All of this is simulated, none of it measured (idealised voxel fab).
Name of the process module below: voxel released beams
The figure presents cross-section cut, which has a width of 300 nm and is divided into square cells with an edge length of 5 nm.
The cross-sections in this document take the form of a grid made of square cells. They are written out as bands, in order from top to bottom. Each band consists of one or more rows of cells. Band: top height; bottom height; in nm. Then, left to right: material with width in nm, for each material. "throughout": a single material spanning edge to edge. "empty": empty space. Beneath 0, the wafer as received is one material, and that level is where height counting begins. The lowest band goes on downward without a bottom; it is written like "0 -> down". When a width is written as two numbers, as in "30..40", the first number is the width in the top row of cells of the band and the second is the width in its bottom row, and the width changes by the same amount from each row to the next. The cross-section has no changed cell in any step marked "left unchanged". In the "Sealed void list" entry, you get each enclosed empty space of 8 cells or more, one with no open way to the top, written width x height at distance, distance from the left edge, in nm. Read whatever lies past the settings on a step's line as the simulator's own remark about the step. overlay nm: step with mask; distance mask lay right of planned place; negative value = left of planned place.

Steps planned for the process
1: RECEIVE with material Si
2: CONFORMAL_DEP with material SiN, thk nm 5
3: DIRECTIONAL_DEP with material SiO2, thk nm 10
4: DIRECTIONAL_DEP with material aC, thk nm 10
5: PATTERN with tone open, mask id ANCHOR, material resist, width nm 40, thk nm 25, overlay nm 0
6: DIRECTIONAL_ETCH with etch materials aC, depth nm 10
7: STRIP with etch materials resist
8: DIRECTIONAL_ETCH with etch materials SiO2, depth nm 10
9: STRIP with etch materials aC
10: CONFORMAL_DEP with material W, thk nm 15
11: DIRECTIONAL_DEP with material aC, thk nm 15
12: PATTERN with tone cover, mask id BEAM, material resist, width nm 90, thk nm 30, overlay nm 0
13: DIRECTIONAL_ETCH with etch materials aC, depth nm 15
14: STRIP with etch materials resist
15: DIRECTIONAL_ETCH with etch materials W, depth nm 15
16: STRIP with etch materials aC
17: STRIP with etch materials SiO2

First wafer of two (run as planned)

Cross-section of the wafer upon arrival, representing the state reached after step 1
  0 -> down: Si throughout
  Sealed void list: none

The wafer in cross-section once step 2 is complete
  5 -> 0: SiN throughout
  All layers under 0 are left as they were.

The wafer in cross-section once step 3 is complete
  15 -> 5: SiO2 throughout
  All layers under 5 are left as they were.

The wafer in cross-section once step 4 is complete
  25 -> 15: aC throughout
  All layers under 15 are left as they were.

The wafer in cross-section once step 5 is complete
  50 -> 25: resist (105); empty (40); resist (155)
  All layers under 25 are left as they were.

The wafer in cross-section once step 6 is complete
  40 -> 25: resist (105); empty (40); resist (155)
  25 -> 15: aC (105); empty (40); aC (155)
  All layers under 15 are left as they were.

The wafer in cross-section once step 7 is complete
  25 -> 15: aC (105); empty (40); aC (155)
  All layers under 15 are left as they were.

The wafer in cross-section once step 8 is complete
  25 -> 15: aC (105); empty (40); aC (155)
  15 -> 5: SiO2 (105); empty (40); SiO2 (155)
  All layers under 5 are left as they were.

The wafer in cross-section once step 9 is complete
  15 -> 5: SiO2 (105); empty (40); SiO2 (155)
  All layers under 5 are left as they were.

The wafer in cross-section once step 10 is complete
  30 -> 20: W (120); empty (10); W (170)
  20 -> 15: W throughout
  15 -> 5: SiO2 (105); W (40); SiO2 (155)
  All layers under 5 are left as they were.

The wafer in cross-section once step 11 is complete
  45 -> 35: aC (120); empty (10); aC (170)
  35 -> 30: aC throughout
  30 -> 20: W (120); aC (10); W (170)
  All layers under 20 are left as they were.

The wafer in cross-section once step 12 is complete
  75 -> 45: empty (100); resist (90); empty (110)
  45 -> 35: aC (120); resist (10); aC (170)
  All layers under 35 are left as they were.

The wafer in cross-section once step 13 is complete
  60 -> 45: empty (100); resist (90); empty (110)
  45 -> 35: empty (100); aC (20); resist (10); aC (60); empty (110)
  35 -> 30: empty (100); aC (90); empty (110)
  All layers under 30 are left as they were.

The wafer in cross-section once step 14 is complete
  45 -> 35: empty (100); aC (20); empty (10); aC (60); empty (110)
  All layers under 35 are left as they were.

The wafer in cross-section once step 15 is complete
  45 -> 35: empty (100); aC (20); empty (10); aC (60); empty (110)
  35 -> 30: empty (100); aC (90); empty (110)
  30 -> 20: empty (100); W (20); aC (10); W (60); empty (110)
  20 -> 15: empty (100); W (90); empty (110)
  All layers under 15 are left as they were.

The wafer in cross-section once step 16 is complete
  30 -> 20: empty (100); W (20); empty (10); W (60); empty (110)
  All layers under 20 are left as they were.

The wafer in cross-section once step 17 is complete
  30 -> 20: empty (100); W (20); empty (10); W (60); empty (110)
  20 -> 15: empty (100); W (90); empty (110)
  15 -> 5: empty (105); W (40); empty (155)
  All layers under 5 are left as they were.

The second wafer: identical to the first at the outset and in its planned sequence, differing only in that one mistake was made during processing; up to and including step 1, its path is the first wafer's path

Second wafer shown in cross-section at the time step 2 was slated to end
  10 -> 0: SiO2 throughout
  All layers under 0 are left as they were.

Second wafer shown in cross-section at the time step 3 was slated to end
  15 -> 10: SiN throughout
  All layers under 10 are left as they were.

Second wafer shown in cross-section at the time step 4 was slated to end
  25 -> 15: aC throughout
  All layers under 15 are left as they were.

Second wafer shown in cross-section at the time step 5 was slated to end
  50 -> 25: resist (105); empty (40); resist (155)
  All layers under 25 are left as they were.

Second wafer shown in cross-section at the time step 6 was slated to end
  40 -> 25: resist (105); empty (40); resist (155)
  25 -> 15: aC (105); empty (40); aC (155)
  All layers under 15 are left as they were.

Second wafer shown in cross-section at the time step 7 was slated to end
  25 -> 15: aC (105); empty (40); aC (155)
  All layers under 15 are left as they were.

Second wafer shown in cross-section at the time step 8 was slated to end: left unchanged

Second wafer shown in cross-section at the time step 9 was slated to end
  15 -> 10: SiN throughout
  All layers under 10 are left as they were.

Second wafer shown in cross-section at the time step 10 was slated to end
  30 -> 15: W throughout
  All layers under 15 are left as they were.

Second wafer shown in cross-section at the time step 11 was slated to end
  45 -> 30: aC throughout
  All layers under 30 are left as they were.

Second wafer shown in cross-section at the time step 12 was slated to end
  75 -> 45: empty (100); resist (90); empty (110)
  All layers under 45 are left as they were.

Second wafer shown in cross-section at the time step 13 was slated to end
  60 -> 45: empty (100); resist (90); empty (110)
  45 -> 30: empty (100); aC (90); empty (110)
  All layers under 30 are left as they were.

Second wafer shown in cross-section at the time step 14 was slated to end
  45 -> 30: empty (100); aC (90); empty (110)
  All layers under 30 are left as they were.

Second wafer shown in cross-section at the time step 15 was slated to end
  45 -> 30: empty (100); aC (90); empty (110)
  30 -> 15: empty (100); W (90); empty (110)
  All layers under 15 are left as they were.

Second wafer shown in cross-section at the time step 16 was slated to end
  30 -> 15: empty (100); W (90); empty (110)
  All layers under 15 are left as they were.

Second wafer shown in cross-section at the time step 17 was slated to end: left unchanged
The mistake made against the process plan was this: the intended sequence of steps 2 and 3 was reversed during processing, with each occupying the position of the other
Final comparison by cell count, materials where the second wafer has more or fewer than the first: SiO2 +120; W -12
